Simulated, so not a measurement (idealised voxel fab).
Process module, titled voxel capacitor over wiring
Section shown: cut. Width: 180 nm. Cell size: 5 nm, square.
Heads up, the way a cross-section reads in here is a grid of square cells, handed over as bands from the top down, with every band being one or more rows of cells. Top, bottom (nm), then materials left to right with widths (nm); lone material tagged "full width" fills the whole band edge to edge; "empty" = empty space. Beneath 0, the wafer as received is one material, and that level is where height counting begins. The lowest band goes on downward without a bottom; it is written like "0..down". With a width like "30->40", each row of cells in the band differs from the next by the same amount, the top row carrying the first number and the bottom row the second. "no change" for a step: no cell of the cross-section changed in that step. In the "Enclosed internal voids" entry, you get each enclosed empty space of 8 cells or more, one with no open way to the top, written width x height at distance, distance from the left edge, in nm. Note: text after step settings on the step line = simulator remark on that step. overlay nm: mask offset rightward from planned place, masked step; negative means leftward offset.
The process steps that were planned are listed below
- 1: RECEIVE,material Si
- 2: CONFORMAL_DEP,material SiO2,thk nm 15
- 3: DIRECTIONAL_DEP,material TiN,thk nm 5
- 4: DIRECTIONAL_DEP,material W,thk nm 20
- 5: MASKED_ETCH,tone cover,mask id METAL_1,width nm 20,pitch nm 75,etch materials W,depth nm 20,overlay nm 0
- 6: MASKED_ETCH,tone cover,mask id METAL_1,width nm 20,pitch nm 75,etch materials TiN,depth nm 5,overlay nm 0
- 7: CONFORMAL_DEP,material SiCN,thk nm 5
- 8: FILL_DEP,material SiO2,thk nm 10
- 9: CMP,height nm 40
- 10: CONFORMAL_DEP,material SiCN,thk nm 5
- 11: DIRECTIONAL_DEP,material lowk,thk nm 20
- 12: DIRECTIONAL_DEP,material aC,thk nm 10
- 13: PATTERN,tone open,mask id PLUG_1,material resist,width nm 15,thk nm 25,overlay nm 0
- 14: DIRECTIONAL_ETCH,etch materials aC,depth nm 10
- 15: STRIP,etch materials resist
- 16: DIRECTIONAL_ETCH,etch materials lowk,depth nm 20
- 17: DIRECTIONAL_ETCH,etch materials SiCN,depth nm 5
- 18: STRIP,etch materials aC
- 19: CONFORMAL_DEP,material TiN,thk nm 5
- 20: FILL_DEP,material Ru,thk nm 5
- 21: CMP,height nm 65
- 22: DIRECTIONAL_DEP,material TiN,thk nm 5
- 23: DIRECTIONAL_DEP,material HfO2,thk nm 5
- 24: DIRECTIONAL_DEP,material TiN,thk nm 5
- 25: MASKED_ETCH,tone cover,mask id UPPER_PLATE,width nm 60,etch materials TiN,depth nm 5,overlay nm 0
- 26: MASKED_ETCH,tone cover,mask id UPPER_PLATE,width nm 60,etch materials HfO2,depth nm 5,overlay nm 0
- 27: MASKED_ETCH,tone cover,mask id LOWER_PLATE,width nm 70,etch materials TiN,depth nm 5,overlay nm 0
- 28: FILL_DEP,material SiO2,thk nm 20
- 29: CMP,height nm 95
- 30: PATTERN,tone open,mask id PLUG_2,material resist,width nm 15,thk nm 20,overlay nm 0
- 31: DIRECTIONAL_ETCH,etch materials SiO2,depth nm 15
- 32: STRIP,etch materials resist
- 33: CONFORMAL_DEP,material TiN,thk nm 5
- 34: FILL_DEP,material Ru,thk nm 10
- 35: CMP,height nm 95
- 36: CONFORMAL_DEP,material SiN,thk nm 5
First out of two wafers; run went to plan
Wafer as received: cross-section following step 1
- 0..down  Si full width
- Enclosed internal voids: none
How the wafer stands in section after step 2
- 15..0  SiO2 full width
- No changes below 0.
How the wafer stands in section after step 3
- 20..15  TiN full width
- No changes below 15.
How the wafer stands in section after step 4
- 40..20  W full width
- No changes below 20.
How the wafer stands in section after step 5
- 40..20  40 empty / 20 W / 55 empty / 20 W / 45 empty
- No changes below 20.
How the wafer stands in section after step 6
- 40..20  40 empty / 20 W / 55 empty / 20 W / 45 empty
- 20..15  40 empty / 20 TiN / 55 empty / 20 TiN / 45 empty
- No changes below 15.
How the wafer stands in section after step 7
- 45..40  35 empty / 30 SiCN / 45 empty / 30 SiCN / 40 empty
- 40..20  35 empty / 5 SiCN / 20 W / 5 SiCN / 45 empty / 5 SiCN / 20 W / 5 SiCN / 40 empty
- 20..15  40 SiCN / 20 TiN / 55 SiCN / 20 TiN / 45 SiCN
- No changes below 15.
How the wafer stands in section after step 8
- 55..45  SiO2 full width
- 45..40  35 SiO2 / 30 SiCN / 45 SiO2 / 30 SiCN / 40 SiO2
- 40..20  35 SiO2 / 5 SiCN / 20 W / 5 SiCN / 45 SiO2 / 5 SiCN / 20 W / 5 SiCN / 40 SiO2
- No changes below 20.
How the wafer stands in section after step 9
- 40..20  35 SiO2 / 5 SiCN / 20 W / 5 SiCN / 45 SiO2 / 5 SiCN / 20 W / 5 SiCN / 40 SiO2
- No changes below 20.
How the wafer stands in section after step 10
- 45..40  SiCN full width
- No changes below 40.
How the wafer stands in section after step 11
- 65..45  lowk full width
- No changes below 45.
How the wafer stands in section after step 12
- 75..65  aC full width
- No changes below 65.
How the wafer stands in section after step 13
- 100..75  45 resist / 15 empty / 120 resist
- No changes below 75.
How the wafer stands in section after step 14
- 90..75  45 resist / 15 empty / 120 resist
- 75..65  45 aC / 15 empty / 120 aC
- No changes below 65.
How the wafer stands in section after step 15
- 75..65  45 aC / 15 empty / 120 aC
- No changes below 65.
How the wafer stands in section after step 16
- 75..65  45 aC / 15 empty / 120 aC
- 65..45  45 lowk / 15 empty / 120 lowk
- No changes below 45.
How the wafer stands in section after step 17
- 75..65  45 aC / 15 empty / 120 aC
- 65..45  45 lowk / 15 empty / 120 lowk
- 45..40  45 SiCN / 15 empty / 120 SiCN
- No changes below 40.
How the wafer stands in section after step 18
- 65..45  45 lowk / 15 empty / 120 lowk
- No changes below 45.
How the wafer stands in section after step 19
- 70..65  50 TiN / 5 empty / 125 TiN
- 65..45  45 lowk / 5 TiN / 5 empty / 5 TiN / 120 lowk
- 45..40  45 SiCN / 15 TiN / 120 SiCN
- No changes below 40.
How the wafer stands in section after step 20
- 75..70  Ru full width
- 70..65  50 TiN / 5 Ru / 125 TiN
- 65..45  45 lowk / 5 TiN / 5 Ru / 5 TiN / 120 lowk
- No changes below 45.
How the wafer stands in section after step 21
- 65..45  45 lowk / 5 TiN / 5 Ru / 5 TiN / 120 lowk
- No changes below 45.
How the wafer stands in section after step 22
- 70..65  TiN full width
- No changes below 65.
How the wafer stands in section after step 23
- 75..70  HfO2 full width
- No changes below 70.
How the wafer stands in section after step 24
- 80..75  TiN full width
- No changes below 75.
How the wafer stands in section after step 25
- 80..75  45 empty / 60 TiN / 75 empty
- No changes below 75.
How the wafer stands in section after step 26
- 80..75  45 empty / 60 TiN / 75 empty
- 75..70  45 empty / 60 HfO2 / 75 empty
- No changes below 70.
How the wafer stands in section after step 27
- 80..75  45 empty / 60 TiN / 75 empty
- 75..70  45 empty / 60 HfO2 / 75 empty
- 70..65  40 empty / 70 TiN / 70 empty
- No changes below 65.
How the wafer stands in section after step 28
- 100..80  SiO2 full width
- 80..75  45 SiO2 / 60 TiN / 75 SiO2
- 75..70  45 SiO2 / 60 HfO2 / 75 SiO2
- 70..65  40 SiO2 / 70 TiN / 70 SiO2
- No changes below 65.
How the wafer stands in section after step 29
- 95..80  SiO2 full width
- No changes below 80.
How the wafer stands in section after step 30
- 115..95  55 resist / 15 empty / 110 resist
- No changes below 95.
How the wafer stands in section after step 31
- 115..95  55 resist / 15 empty / 110 resist
- 95..80  55 SiO2 / 15 empty / 110 SiO2
- No changes below 80.
How the wafer stands in section after step 32
- 95..80  55 SiO2 / 15 empty / 110 SiO2
- No changes below 80.
How the wafer stands in section after step 33
- 100..95  60 TiN / 5 empty / 115 TiN
- 95..85  55 SiO2 / 5 TiN / 5 empty / 5 TiN / 110 SiO2
- 85..75  55->45 SiO2 / 15->60 TiN / 110->75 SiO2
- No changes below 75.
How the wafer stands in section after step 34
- 110..100  Ru full width
- 100..95  60 TiN / 5 Ru / 115 TiN
- 95..85  55 SiO2 / 5 TiN / 5 Ru / 5 TiN / 110 SiO2
- No changes below 85.
How the wafer stands in section after step 35
- 95..85  55 SiO2 / 5 TiN / 5 Ru / 5 TiN / 110 SiO2
- No changes below 85.
How the wafer stands in section after step 36
- 100..95  SiN full width
- No changes below 95.
For the second wafer, take the first wafer's start and plan, then add one mistake made in running it; everything through step 1, that step included, is shared with the first
At the planned end of step 2, the second wafer in cross-section
- 30..0  SiO2 full width
- No changes below 0.
At the planned end of step 3, the second wafer in cross-section
- 35..30  TiN full width
- No changes below 30.
At the planned end of step 4, the second wafer in cross-section
- 55..35  W full width
- No changes below 35.
At the planned end of step 5, the second wafer in cross-section
- 55..35  40 empty / 20 W / 55 empty / 20 W / 45 empty
- No changes below 35.
At the planned end of step 6, the second wafer in cross-section
- 55..35  40 empty / 20 W / 55 empty / 20 W / 45 empty
- 35..30  40 empty / 20 TiN / 55 empty / 20 TiN / 45 empty
- No changes below 30.
At the planned end of step 7, the second wafer in cross-section
- 60..55  35 empty / 30 SiCN / 45 empty / 30 SiCN / 40 empty
- 55..35  35 empty / 5 SiCN / 20 W / 5 SiCN / 45 empty / 5 SiCN / 20 W / 5 SiCN / 40 empty
- 35..30  40 SiCN / 20 TiN / 55 SiCN / 20 TiN / 45 SiCN
- No changes below 30.
At the planned end of step 8, the second wafer in cross-section
- 70..60  SiO2 full width
- 60..55  35 SiO2 / 30 SiCN / 45 SiO2 / 30 SiCN / 40 SiO2
- 55..35  35 SiO2 / 5 SiCN / 20 W / 5 SiCN / 45 SiO2 / 5 SiCN / 20 W / 5 SiCN / 40 SiO2
- No changes below 35.
At the planned end of step 9, the second wafer in cross-section
- 40..35  35 SiO2 / 5 SiCN / 20 W / 5 SiCN / 45 SiO2 / 5 SiCN / 20 W / 5 SiCN / 40 SiO2
- No changes below 35.
At the planned end of step 10, the second wafer in cross-section
- 45..40  SiCN full width
- No changes below 40.
At the planned end of step 11, the second wafer in cross-section
- 65..45  lowk full width
- No changes below 45.
At the planned end of step 12, the second wafer in cross-section
- 75..65  aC full width
- No changes below 65.
At the planned end of step 13, the second wafer in cross-section
- 100..75  45 resist / 15 empty / 120 resist
- No changes below 75.
At the planned end of step 14, the second wafer in cross-section
- 90..75  45 resist / 15 empty / 120 resist
- 75..65  45 aC / 15 empty / 120 aC
- No changes below 65.
At the planned end of step 15, the second wafer in cross-section
- 75..65  45 aC / 15 empty / 120 aC
- No changes below 65.
At the planned end of step 16, the second wafer in cross-section
- 75..65  45 aC / 15 empty / 120 aC
- 65..45  45 lowk / 15 empty / 120 lowk
- No changes below 45.
At the planned end of step 17, the second wafer in cross-section
- 75..65  45 aC / 15 empty / 120 aC
- 65..45  45 lowk / 15 empty / 120 lowk
- 45..40  45 SiCN / 15 empty / 120 SiCN
- No changes below 40.
At the planned end of step 18, the second wafer in cross-section
- 65..45  45 lowk / 15 empty / 120 lowk
- No changes below 45.
At the planned end of step 19, the second wafer in cross-section
- 70..65  50 TiN / 5 empty / 125 TiN
- 65..45  45 lowk / 5 TiN / 5 empty / 5 TiN / 120 lowk
- 45..40  45 SiCN / 15 TiN / 120 SiCN
- No changes below 40.
At the planned end of step 20, the second wafer in cross-section
- 75..70  Ru full width
- 70..65  50 TiN / 5 Ru / 125 TiN
- 65..45  45 lowk / 5 TiN / 5 Ru / 5 TiN / 120 lowk
- No changes below 45.
At the planned end of step 21, the second wafer in cross-section
- 65..45  45 lowk / 5 TiN / 5 Ru / 5 TiN / 120 lowk
- No changes below 45.
At the planned end of step 22, the second wafer in cross-section
- 70..65  TiN full width
- No changes below 65.
At the planned end of step 23, the second wafer in cross-section
- 75..70  HfO2 full width
- No changes below 70.
At the planned end of step 24, the second wafer in cross-section
- 80..75  TiN full width
- No changes below 75.
At the planned end of step 25, the second wafer in cross-section
- 80..75  45 empty / 60 TiN / 75 empty
- No changes below 75.
At the planned end of step 26, the second wafer in cross-section
- 80..75  45 empty / 60 TiN / 75 empty
- 75..70  45 empty / 60 HfO2 / 75 empty
- No changes below 70.
At the planned end of step 27, the second wafer in cross-section
- 80..75  45 empty / 60 TiN / 75 empty
- 75..70  45 empty / 60 HfO2 / 75 empty
- 70..65  40 empty / 70 TiN / 70 empty
- No changes below 65.
At the planned end of step 28, the second wafer in cross-section
- 100..80  SiO2 full width
- 80..75  45 SiO2 / 60 TiN / 75 SiO2
- 75..70  45 SiO2 / 60 HfO2 / 75 SiO2
- 70..65  40 SiO2 / 70 TiN / 70 SiO2
- No changes below 65.
At the planned end of step 29, the second wafer in cross-section
- 95..80  SiO2 full width
- No changes below 80.
At the planned end of step 30, the second wafer in cross-section
- 115..95  55 resist / 15 empty / 110 resist
- No changes below 95.
At the planned end of step 31, the second wafer in cross-section
- 115..95  55 resist / 15 empty / 110 resist
- 95..80  55 SiO2 / 15 empty / 110 SiO2
- No changes below 80.
At the planned end of step 32, the second wafer in cross-section
- 95..80  55 SiO2 / 15 empty / 110 SiO2
- No changes below 80.
At the planned end of step 33, the second wafer in cross-section
- 100..95  60 TiN / 5 empty / 115 TiN
- 95..85  55 SiO2 / 5 TiN / 5 empty / 5 TiN / 110 SiO2
- 85..75  55->45 SiO2 / 15->60 TiN / 110->75 SiO2
- No changes below 75.
At the planned end of step 34, the second wafer in cross-section
- 110..100  Ru full width
- 100..95  60 TiN / 5 Ru / 115 TiN
- 95..85  55 SiO2 / 5 TiN / 5 Ru / 5 TiN / 110 SiO2
- No changes below 85.
At the planned end of step 35, the second wafer in cross-section
- 95..85  55 SiO2 / 5 TiN / 5 Ru / 5 TiN / 110 SiO2
- No changes below 85.
At the planned end of step 36, the second wafer in cross-section
- 100..95  SiN full width
- No changes below 95.
what went wrong: in the plan, step 2 was performed twice
The final cell counts differ between the wafers, with the second having more or fewer of some materials than the first: -12 SiCN; +36 SiO2; -24 W
